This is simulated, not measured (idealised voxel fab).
The process module presented herein is designated voxel quadruple lines.
Each square cell in cross-section cut measures 5 nm, and the section as a whole is 290 nm wide.
Cross-section layout: square cells on a grid; listed as bands, top to bottom; a band spans one or more cell rows.
This entry defines a band. It first specifies the height of the band's top and the height of its bottom in nm, and then specifies the band's materials from left to right, stating each material with its width in nm. The word "throughout" identifies a single material that fills the band from edge to edge, while the word "empty" identifies empty space.
For the purposes of this specification, 0 denotes the height below which the wafer in its as-received condition is composed wholly of one material, and the lowermost band, lacking a lower limit, extends downward without end, as expressed in "0..down".
You'd read "30..40" like this: the band's top row of cells is as wide as the first number, its bottom row is as wide as the second, and going down, every row changes width by the same amount as the row before did.
You'll sometimes find "nothing was modified" written for a step, and that's the way of saying that nowhere in the cross-section did a cell change during that step.
The entry "Closed void listing" lists the empty spaces that cover at least 8 cells and have no open path to the top. Each is written as width x height at distance, where the distance is measured from the left edge and all three values are in nm.
Step line, after settings: the simulator's comment on this step.
When a step includes a mask, the "overlay nm" setting on its line states how far to the right of its planned place that mask lay, and negative values state how far to the left.

plan
- 1: RECEIVE, material Si
- 2: CONFORMAL_DEP, material Al2O3, thk nm 10
- 3: DIRECTIONAL_DEP, material Ru, thk nm 10
- 4: DIRECTIONAL_DEP, material polySi, thk nm 20
- 5: DIRECTIONAL_DEP, material aC, thk nm 20
- 6: PATTERN, tone cover, mask id MANDREL, material resist, width nm 25, thk nm 30, overlay nm 0
- 7: DIRECTIONAL_ETCH, etch materials aC, depth nm 20
- 8: STRIP, etch materials resist
- 9: CONFORMAL_DEP, material SiO2, thk nm 15
- 10: DIRECTIONAL_ETCH, etch materials SiO2, depth nm 15
- 11: STRIP, etch materials aC
- 12: DIRECTIONAL_ETCH, etch materials polySi, depth nm 20
- 13: STRIP, etch materials SiO2
- 14: CONFORMAL_DEP, material SiN, thk nm 5
- 15: DIRECTIONAL_ETCH, etch materials SiN, depth nm 5
- 16: STRIP, etch materials polySi
- 17: DIRECTIONAL_ETCH, etch materials Ru, depth nm 15
- 18: STRIP, etch materials SiN
- 19: FILL_DEP, material lowk, thk nm 5
- 20: CMP, height nm 25
Every wafer here starts from the same state; it is the step 3 thk nm that distinguishes them, and the value the plan gives belongs to the first wafer.

The first of several wafers, as received after step 1, seen in section
0..down = Si throughout
Closed void listing: none

At the end of the module, after its last step, step 20, the first of several wafers appears in cross-section as follows
25..20 = lowk throughout
20..10 = 110 nm lowk, then 5 nm Ru, then 15 nm lowk, then 5 nm Ru, then 15 nm lowk, then 5 nm Ru, then 15 nm lowk, then 5 nm Ru, then 115 nm lowk
10..0 = Al2O3 throughout
0..down = Si throughout
Closed void listing: none

Cross-section of the final wafer among several, taken at the end of the module
25..10 = Ru throughout
10..0 = Al2O3 throughout
0..down = Si throughout
Closed void listing: none

What follows is a table in which each wafer occupies a row; for the wafer as it stands at the close of the module, the row states, material by material, how many cells have been gained (+) or lost (-) since receipt, and then gives its closed voids
thk nm 10 | +116 Al2O3 | +8 Ru | +166 lowk | Closed void listing: none
thk nm 15 | +116 Al2O3 | +12 Ru | +162 lowk | Closed void listing: none
thk nm 20 | +116 Al2O3 | +66 Ru | +108 lowk | Closed void listing: none
thk nm 25 | +116 Al2O3 | +120 Ru | +54 lowk | Closed void listing: none
thk nm 30 | +116 Al2O3 | +174 Ru | Closed void listing: none
